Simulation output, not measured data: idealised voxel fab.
process module | voxel self aligned vias
cross-section cut | 175 nm wide | cells 5 nm
A cross-section is a grid of square cells, given in bands from the top down. A band is one or more rows of cells.
Each band's line starts with the height of the band's top and of its bottom, in nm. Then come its materials from left to right, each with its width in nm. One material with "throughout" fills the band from edge to edge. "air" is empty space.
Height 0 is the level under which the wafer as received is all one material. The lowest band goes on downwards, as in "0 down".
A width such as "30 to 40" changes by the same amount from each row of cells to the next, from the band's top row to its bottom row.
"no change" after a step means that no cell of the cross-section changed.
closed voids: empty space of 8 cells or more with no open way to the top, each as width x height at its distance from the left edge, in nm
after a step's settings: what the simulator itself notes on the step
overlay nm, on a step with a mask: how far to the right of its planned place the mask lay; to the left if negative
plan
1 op RECEIVE | material Si
2 op CONFORMAL_DEP | material SiO2 | thk nm 10
3 op CONFORMAL_DEP | material SiCN | thk nm 5
4 op DIRECTIONAL_DEP | material lowk | thk nm 30
5 op PATTERN | tone open | mask id LINES | material resist | width nm 30 | pitch nm 65 | thk nm 15 | overlay nm 0
6 op DIRECTIONAL_ETCH | etch materials lowk | depth nm 30
7 op STRIP | etch materials resist
8 op CONFORMAL_DEP | material TiN | thk nm 5
9 op FILL_DEP | material W | thk nm 10
10 op CMP | height nm 45
11 op SELECTIVE_ETCH | etch materials W Ru TiN | depth nm 10
12 op FILL_DEP | material SiN | thk nm 5
13 op CMP | height nm 45
14 op DIRECTIONAL_DEP | material lowk | thk nm 20
15 op PATTERN | tone open | mask id VIAS | material resist | width nm 40 | thk nm 20 | overlay nm 0
16 op DIRECTIONAL_ETCH | etch materials lowk | depth nm 20
17 op DIRECTIONAL_ETCH | etch materials SiN | depth nm 10
18 op STRIP | etch materials resist
19 op CONFORMAL_DEP | material TiN | thk nm 5
20 op FILL_DEP | material Cu | thk nm 10
21 op CMP | height nm 65
22 op CONFORMAL_DEP | material SiN | thk nm 5
first wafer, as planned
as received, after step 1
  0 down: Si throughout
  closed voids: none
after step 2
  10 to 0: SiO2 throughout
  below 0: unchanged
after step 3
  15 to 10: SiCN throughout
  below 10: unchanged
after step 4
  45 to 15: lowk throughout
  below 15: unchanged
after step 5
  60 to 45: resist 40 | air 30 | resist 35 | air 30 | resist 40
  below 45: unchanged
after step 6
  60 to 45: resist 40 | air 30 | resist 35 | air 30 | resist 40
  45 to 15: lowk 40 | air 30 | lowk 35 | air 30 | lowk 40
  below 15: unchanged
after step 7
  45 to 15: lowk 40 | air 30 | lowk 35 | air 30 | lowk 40
  below 15: unchanged
after step 8
  50 to 45: TiN 45 | air 20 | TiN 45 | air 20 | TiN 45
  45 to 20: lowk 40 | TiN 5 | air 20 | TiN 5 | lowk 35 | TiN 5 | air 20 | TiN 5 | lowk 40
  20 to 15: lowk 40 | TiN 30 | lowk 35 | TiN 30 | lowk 40
  below 15: unchanged
after step 9
  60 to 50: W throughout
  50 to 45: TiN 45 | W 20 | TiN 45 | W 20 | TiN 45
  45 to 20: lowk 40 | TiN 5 | W 20 | TiN 5 | lowk 35 | TiN 5 | W 20 | TiN 5 | lowk 40
  below 20: unchanged
after step 10
  45 to 20: lowk 40 | TiN 5 | W 20 | TiN 5 | lowk 35 | TiN 5 | W 20 | TiN 5 | lowk 40
  below 20: unchanged
after step 11
  45 to 35: lowk 40 | air 30 | lowk 35 | air 30 | lowk 40
  below 35: unchanged
after step 12
  50 to 45: SiN throughout
  45 to 35: lowk 40 | SiN 30 | lowk 35 | SiN 30 | lowk 40
  below 35: unchanged
after step 13
  45 to 35: lowk 40 | SiN 30 | lowk 35 | SiN 30 | lowk 40
  below 35: unchanged
after step 14
  65 to 45: lowk throughout
  below 45: unchanged
after step 15
  85 to 65: resist 35 | air 40 | resist 100
  below 65: unchanged
after step 16
  85 to 65: resist 35 | air 40 | resist 100
  65 to 45: lowk 35 | air 40 | lowk 100
  below 45: unchanged
after step 17
  85 to 65: resist 35 | air 40 | resist 100
  65 to 45: lowk 35 | air 40 | lowk 100
  45 to 35: lowk 40 | air 30 | lowk 35 | SiN 30 | lowk 40
  below 35: unchanged
after step 18
  65 to 45: lowk 35 | air 40 | lowk 100
  below 45: unchanged
after step 19
  70 to 65: TiN 40 | air 30 | TiN 105
  65 to 50: lowk 35 | TiN 5 | air 30 | TiN 5 | lowk 100
  50 to 45: lowk 35 | TiN 10 | air 20 | TiN 10 | lowk 100
  45 to 40: lowk 40 | TiN 5 | air 20 | TiN 5 | lowk 35 | SiN 30 | lowk 40
  40 to 35: lowk 40 | TiN 30 | lowk 35 | SiN 30 | lowk 40
  below 35: unchanged
after step 20
  80 to 70: Cu throughout
  70 to 65: TiN 40 | Cu 30 | TiN 105
  65 to 50: lowk 35 | TiN 5 | Cu 30 | TiN 5 | lowk 100
  50 to 45: lowk 35 | TiN 10 | Cu 20 | TiN 10 | lowk 100
  45 to 40: lowk 40 | TiN 5 | Cu 20 | TiN 5 | lowk 35 | SiN 30 | lowk 40
  below 40: unchanged
after step 21
  65 to 50: lowk 35 | TiN 5 | Cu 30 | TiN 5 | lowk 100
  below 50: unchanged
after step 22
  70 to 65: SiN throughout
  below 65: unchanged
second wafer: like start, like plan, one mistake. Through step 20 it matches the first wafer
when step 21 should have ended: no change
when step 22 should have ended
  85 to 80: SiN throughout
  below 80: unchanged
what went wrong: step 21 was left out
at the end the second wafer has, in cells: 76 more of Cu | 29 more of TiN
